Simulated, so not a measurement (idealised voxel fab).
Module name: voxel quadruple lines (process module)
Square cell edge 5 nm, section width 245 nm, ID cut.
In this document a cross-section is written as a grid of square cells. It is given as a series of bands, listed from the top down, and a band is one or more rows of cells. Band: top height; bottom height; in nm. Then, left to right: material with width in nm, for each material. "edge to edge": a single material spanning edge to edge. "empty": empty space. Heads up on the height convention: 0 is the point under which the incoming wafer is all one material, and the lowest band has no bottom, it just keeps going down, like "z 0 and below". Graded width ("30 to 40"): value in top row of band = first number; value in bottom row = second number; row-to-row change constant. The cross-section has no changed cell in any step marked "nothing altered". Voids not open to the top, 8 cells minimum: see "Closed internal voids". Written width x height at distance; distance is from the left edge; nm. On a step's line, text after the settings is the simulator commenting on that step. overlay nm: how far to the right of its planned place the mask lay on this masked step (negative: to the left).

# The following list gives the planned process steps
1: RECEIVE (material Si)
2: CONFORMAL_DEP (material Al2O3; thk nm 5)
3: DIRECTIONAL_DEP (material TiN; thk nm 10)
4: DIRECTIONAL_DEP (material polySi; thk nm 20)
5: DIRECTIONAL_DEP (material aC; thk nm 20)
6: PATTERN (tone cover; mask id MANDREL; material resist; width nm 20; pitch nm 60; thk nm 25; overlay nm -15)
7: DIRECTIONAL_ETCH (etch materials aC; depth nm 20)
8: STRIP (etch materials resist)
9: CONFORMAL_DEP (material SiO2; thk nm 10)
10: DIRECTIONAL_ETCH (etch materials SiO2; depth nm 10)
11: STRIP (etch materials aC)
12: DIRECTIONAL_ETCH (etch materials polySi; depth nm 20)
13: STRIP (etch materials SiO2)
14: CONFORMAL_DEP (material SiCN; thk nm 5)
15: DIRECTIONAL_ETCH (etch materials SiCN; depth nm 5)
16: STRIP (etch materials polySi)
17: DIRECTIONAL_ETCH (etch materials TiN; depth nm 10)
18: STRIP (etch materials SiCN)
19: FILL_DEP (material SiO2; thk nm 5)
20: CMP (height nm 15)
The plan's step 6 overlay nm is the first wafer's value; the wafers differ in this setting and start identical.

# The as-received cross-section of the first of several wafers corresponds to the state after step 1
* z 0 and below  Si edge to edge
* Closed internal voids: none

# End-of-module cross-section, first of several wafers, after last step 20
* z 15 to 5  50 nm SiO2, 5 nm TiN, 10 nm SiO2, 5 nm TiN, 10 nm SiO2, 5 nm TiN, 10 nm SiO2, 5 nm TiN, 10 nm SiO2, 5 nm TiN, 10 nm SiO2, 5 nm TiN, 10 nm SiO2, 5 nm TiN, 10 nm SiO2, 5 nm TiN, 85 nm SiO2
* z 5 to 0  Al2O3 edge to edge
* z 0 and below  Si edge to edge
* Closed internal voids: none

# Cross-section, last wafer, module completion
* z 15 to 5  80 nm SiO2, 5 nm TiN, 10 nm SiO2, 5 nm TiN, 10 nm SiO2, 5 nm TiN, 10 nm SiO2, 5 nm TiN, 10 nm SiO2, 5 nm TiN, 10 nm SiO2, 5 nm TiN, 10 nm SiO2, 5 nm TiN, 10 nm SiO2, 5 nm TiN, 55 nm SiO2
* z 5 to 0  Al2O3 edge to edge
* z 0 and below  Si edge to edge
* Closed internal voids: none

# Rows = wafers. At module end, each row lists per material the cells gained (+) or lost (-) since the wafer was received, then the closed voids
overlay nm -15; +49 Al2O3; +82 SiO2; +16 TiN; Closed internal voids: none
overlay nm -10; +49 Al2O3; +82 SiO2; +16 TiN; Closed internal voids: none
overlay nm -5; +49 Al2O3; +82 SiO2; +16 TiN; Closed internal voids: none
overlay nm 0; +49 Al2O3; +82 SiO2; +16 TiN; Closed internal voids: none
overlay nm 5; +49 Al2O3; +82 SiO2; +16 TiN; Closed internal voids: none
overlay nm 10; +49 Al2O3; +82 SiO2; +16 TiN; Closed internal voids: none
overlay nm 15; +49 Al2O3; +82 SiO2; +16 TiN; Closed internal voids: none
